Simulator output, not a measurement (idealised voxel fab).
This is a process module. Its name is voxel ribs on slabs.
The cross-section on display is named cut; it measures 145 nm wide, and its cells are 5 nm squares.
Throughout this document, each cross-section is represented as a grid of square cells and is presented as a sequence of bands enumerated from the top downward, where a band comprises one or more rows of cells.
Heights first: top, then bottom, in nm. Then materials, left to right, each with a width in nm. "all across" on a single material: fills the band edge to edge. "blank": empty space.
Height is counted from the level 0, under which the received wafer is composed throughout of one material. The lowest of the bands is not closed at the bottom but continues downward, in the notation "z 0 and below".
Note: "30->40" means the width goes from the first number (top row of the band) to the second number (bottom row) in equal steps per row of cells.
Key: "no alteration" - step with no changed cell in the cross-section.
Voids not open to the top, 8 cells minimum: see "Fully closed voids". Written width x height at distance; distance is from the left edge; nm.
after a step's settings: what the simulator itself notes on the step
A step's line can hold "overlay nm"; with a mask on that step, the setting says how far right of the planned place the mask lay, while a negative setting says it lay to the left.

[Intended process steps]
- 1: op RECEIVE | material Si
- 2: op DIRECTIONAL_DEP | material SiO2 | thk nm 25
- 3: op DIRECTIONAL_DEP | material SiN | thk nm 20
- 4: op DIRECTIONAL_DEP | material aC | thk nm 15
- 5: op PATTERN | tone cover | mask id RIB | material resist | width nm 30 | thk nm 35 | overlay nm 0
- 6: op DIRECTIONAL_ETCH | etch materials aC | depth nm 15
- 7: op STRIP | etch materials resist
- 8: op DIRECTIONAL_ETCH | etch materials SiN | depth nm 5
- 9: op STRIP | etch materials aC
- 10: op PATTERN | tone cover | mask id SLAB | material resist | width nm 90 | thk nm 20 | overlay nm 0
- 11: op DIRECTIONAL_ETCH | etch materials SiN | depth nm 15
- 12: op STRIP | etch materials resist
- 13: op FILL_DEP | material SiO2 | thk nm 15
- 14: op CMP | height nm 55
- 15: op DIRECTIONAL_DEP | material TiN | thk nm 5
- 16: op MASKED_ETCH | tone cover | mask id HEATER | width nm 40 | etch materials TiN | depth nm 5 | overlay nm 0
- 17: op CONFORMAL_DEP | material SiO2 | thk nm 10

[On the first of the two wafers: run conducted according to plan]

[Shown in cross-section is the wafer as received, that is, as it stands after step 1]
    z 0 and below  Si all across
    Fully closed voids: none

[Step 2 done - wafer cross-section]
    z 25 to 0  SiO2 all across
    Anything lower than 0 is untouched.

[Step 3 done - wafer cross-section]
    z 45 to 25  SiN all across
    Anything lower than 25 is untouched.

[Step 4 done - wafer cross-section]
    z 60 to 45  aC all across
    Anything lower than 45 is untouched.

[Step 5 done - wafer cross-section]
    z 95 to 60  55 of blank, then 30 of resist, then 60 of blank
    Anything lower than 60 is untouched.

[Step 6 done - wafer cross-section]
    z 80 to 60  55 of blank, then 30 of resist, then 60 of blank
    z 60 to 45  55 of blank, then 30 of aC, then 60 of blank
    Anything lower than 45 is untouched.

[Step 7 done - wafer cross-section]
    z 60 to 45  55 of blank, then 30 of aC, then 60 of blank
    Anything lower than 45 is untouched.

[Step 8 done - wafer cross-section]
    z 60 to 45  55 of blank, then 30 of aC, then 60 of blank
    z 45 to 40  55 of blank, then 30 of SiN, then 60 of blank
    Anything lower than 40 is untouched.

[Step 9 done - wafer cross-section]
    z 45 to 40  55 of blank, then 30 of SiN, then 60 of blank
    Anything lower than 40 is untouched.

[Step 10 done - wafer cross-section]
    z 65 to 45  25 of blank, then 90 of resist, then 30 of blank
    z 45 to 40  25 of blank, then 30 of resist, then 30 of SiN, then 30 of resist, then 30 of blank
    Anything lower than 40 is untouched.

[Step 11 done - wafer cross-section]
    z 65 to 45  25 of blank, then 90 of resist, then 30 of blank
    z 45 to 40  25 of blank, then 30 of resist, then 30 of SiN, then 30 of resist, then 30 of blank
    z 40 to 25  25 of blank, then 90 of SiN, then 30 of blank
    Anything lower than 25 is untouched.

[Step 12 done - wafer cross-section]
    z 45 to 40  55 of blank, then 30 of SiN, then 60 of blank
    Anything lower than 40 is untouched.

[Step 13 done - wafer cross-section]
    z 60 to 45  SiO2 all across
    z 45 to 40  55 of SiO2, then 30 of SiN, then 60 of SiO2
    z 40 to 25  25 of SiO2, then 90 of SiN, then 30 of SiO2
    Anything lower than 25 is untouched.

[Step 14 done - wafer cross-section]
    z 55 to 45  SiO2 all across
    Anything lower than 45 is untouched.

[Step 15 done - wafer cross-section]
    z 60 to 55  TiN all across
    Anything lower than 55 is untouched.

[Step 16 done - wafer cross-section]
    z 60 to 55  50 of blank, then 40 of TiN, then 55 of blank
    Anything lower than 55 is untouched.

[Step 17 done - wafer cross-section]
    z 70 to 65  40 of blank, then 60 of SiO2, then 45 of blank
    z 65 to 60  SiO2 all across
    z 60 to 55  50 of SiO2, then 40 of TiN, then 55 of SiO2
    Anything lower than 55 is untouched.

[Second wafer, same starting conditions and recipe as the first, one mistake in executing it, nothing differs from the first up to and including step 16]

Second wafer, sectioned view, at step 17's planned end time: no alteration
what went wrong: step 17 in the plan did not get run; it was skipped
Counted in cells at the end, the second wafer holds more or fewer of these materials than the first: SiO2: 62 fewer
